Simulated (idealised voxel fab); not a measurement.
process module | voxel local oxidation
Cross-section cut: width 240 nm, square cells of 5 nm.
If you're reading a cross-section in this doc, picture square cells in a grid; it comes to you as bands, top ones listed first down to the bottom, and a band can be one or more rows of cells. Read a band's entry like this: the first values are the height of its top and the height of its bottom in nm, and what follows is the sequence of materials from left to right, each with its width in nm. Note that "empty" is empty space, and that a single material marked "edge to edge" reaches across the band from edge to edge. Heights are expressed relative to 0, this being the level below which the as-received wafer comprises one material exclusively. The lowest band is unbounded in the downward direction and is denoted as in "0..down". Note: "30->40" means the width goes from the first number (top row of the band) to the second number (bottom row) in equal steps per row of cells. Reading "remained the same" for a step: not a cell of the cross-section changed in it. Basically, "Sealed void listing" tells you about the enclosed voids: empty spaces with no open way to the top, 8 cells or bigger, each written width x height at distance, where distance is from the left edge, all in nm. Heads up: the bit after the settings on a step's line is the simulator's remark on that step. The setting "overlay nm" may be written on the line of a step. When the step uses a mask, the value reports how far to the right of the planned place the mask lay, and a negative value reports that it lay to the left.
-- Process steps foreseen in the plan
step 1: RECEIVE,material Si
step 2: CONFORMAL_DEP,material SiO2,thk nm 5
step 3: CONFORMAL_DEP,material SiN,thk nm 10
step 4: DIRECTIONAL_DEP,material aC,thk nm 15
step 5: PATTERN,tone cover,mask id ACTIVE,material resist,width nm 90,thk nm 35,overlay nm -15
step 6: DIRECTIONAL_ETCH,etch materials aC,depth nm 15
step 7: STRIP,etch materials resist
step 8: DIRECTIONAL_ETCH,etch materials SiN,depth nm 10
step 9: STRIP,etch materials aC
step 10: SELECTIVE_ETCH,etch materials SiO2,depth nm 5
step 11: OXIDIZE,depth nm 15
step 12: STRIP,etch materials SiN
varied across the wafers: overlay nm of step 5. The plan shows the first wafer's value. All wafers start alike
-- After step 1, as received: first of several wafers, cross-section
	0..down = Si edge to edge
	Sealed void listing: none
-- The first of several wafers, seen in cross-section after the module's last step, step 12
	5..0 = empty 65 nm, SiO2 80 nm, empty 95 nm
	0..-15 = SiO2 80 nm, Si 50 nm, SiO2 110 nm
	-15..down = Si edge to edge
	Sealed void listing: none
-- Final wafer of several, shown in cross-section at the end of the module
	5..0 = empty 95 nm, SiO2 80 nm, empty 65 nm
	0..-15 = SiO2 110 nm, Si 50 nm, SiO2 80 nm
	-15..down = Si edge to edge
	Sealed void listing: none
-- Below is a per-wafer table. In it, each row describes the wafer at the end of the module by giving, for each material, the number of cells gained (+) or lost (-) since the wafer was received, and after that the closed voids of the wafer
overlay nm -15, -114 Si, +130 SiO2, Sealed void listing: none
overlay nm -10, -114 Si, +130 SiO2, Sealed void listing: none
overlay nm -5, -114 Si, +130 SiO2, Sealed void listing: none
overlay nm 0, -114 Si, +130 SiO2, Sealed void listing: none
overlay nm 5, -114 Si, +130 SiO2, Sealed void listing: none
overlay nm 10, -114 Si, +130 SiO2, Sealed void listing: none
overlay nm 15, -114 Si, +130 SiO2, Sealed void listing: none
